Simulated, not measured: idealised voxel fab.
process module | voxel fin reveal
cross-section cut | 215 nm wide | cells 5 nm
A cross-section is a grid of square cells, given in bands from the top down. A band is one or more rows of cells.
Each band's line starts with the height of the band's top and of its bottom, in nm. Then come its materials from left to right, each with its width in nm. One material with "throughout" fills the band from edge to edge. "air" is empty space.
Height 0 is the level under which the wafer as received is all one material. The lowest band goes on downwards, as in "0 down".
A width such as "30 to 40" changes by the same amount from each row of cells to the next, from the band's top row to its bottom row.
"no change" after a step means that no cell of the cross-section changed.
closed voids: empty space of 8 cells or more with no open way to the top, each as width x height at its distance from the left edge, in nm
after a step's settings: what the simulator itself notes on the step
overlay nm, on a step with a mask: how far to the right of its planned place the mask lay; to the left if negative
plan
1 op RECEIVE | material Si
2 op CONFORMAL_DEP | material SiN | thk nm 10
3 op DIRECTIONAL_DEP | material aC | thk nm 10
4 op PATTERN | tone cover | mask id FINS | material resist | width nm 15 | pitch nm 40 | thk nm 25 | overlay nm 0
5 op DIRECTIONAL_ETCH | etch materials aC | depth nm 10
6 op STRIP | etch materials resist
7 op DIRECTIONAL_ETCH | etch materials SiN | depth nm 10
8 op DIRECTIONAL_ETCH | etch materials Si | depth nm 30
9 op STRIP | etch materials aC
10 op OXIDIZE | depth nm 5
11 op FILL_DEP | material SiO2 | thk nm 10
12 op CMP | height nm 10
13 op SELECTIVE_ETCH | etch materials SiO2 | depth nm 25
14 op STRIP | etch materials SiN
as received, after step 1
  0 down: Si throughout
  closed voids: none
first wafer at the end, as planned
  0 to -15: air 65 | Si 5 | air 35 | Si 5 | air 35 | Si 5 | air 65
  -15 to -35: SiO2 65 | Si 5 | SiO2 35 | Si 5 | SiO2 35 | Si 5 | SiO2 65
  -35 down: Si throughout
  closed voids: none
second wafer at the end: like start, like plan, one mistake
  0 to -15: Si 55 | air 25 | Si 15 | air 25 | Si 15 | air 25 | Si 55
  -15 to -35: Si 55 | SiO2 25 | Si 15 | SiO2 25 | Si 15 | SiO2 25 | Si 55
  -35 down: Si throughout
  closed voids: none
what went wrong: step 4 ran as: op PATTERN | tone open | mask id FINS | material resist | width nm 15 | pitch nm 40 | thk nm 25 | overlay nm 0
at the end the second wafer has, in cells: 175 more of Si | 100 fewer of SiO2
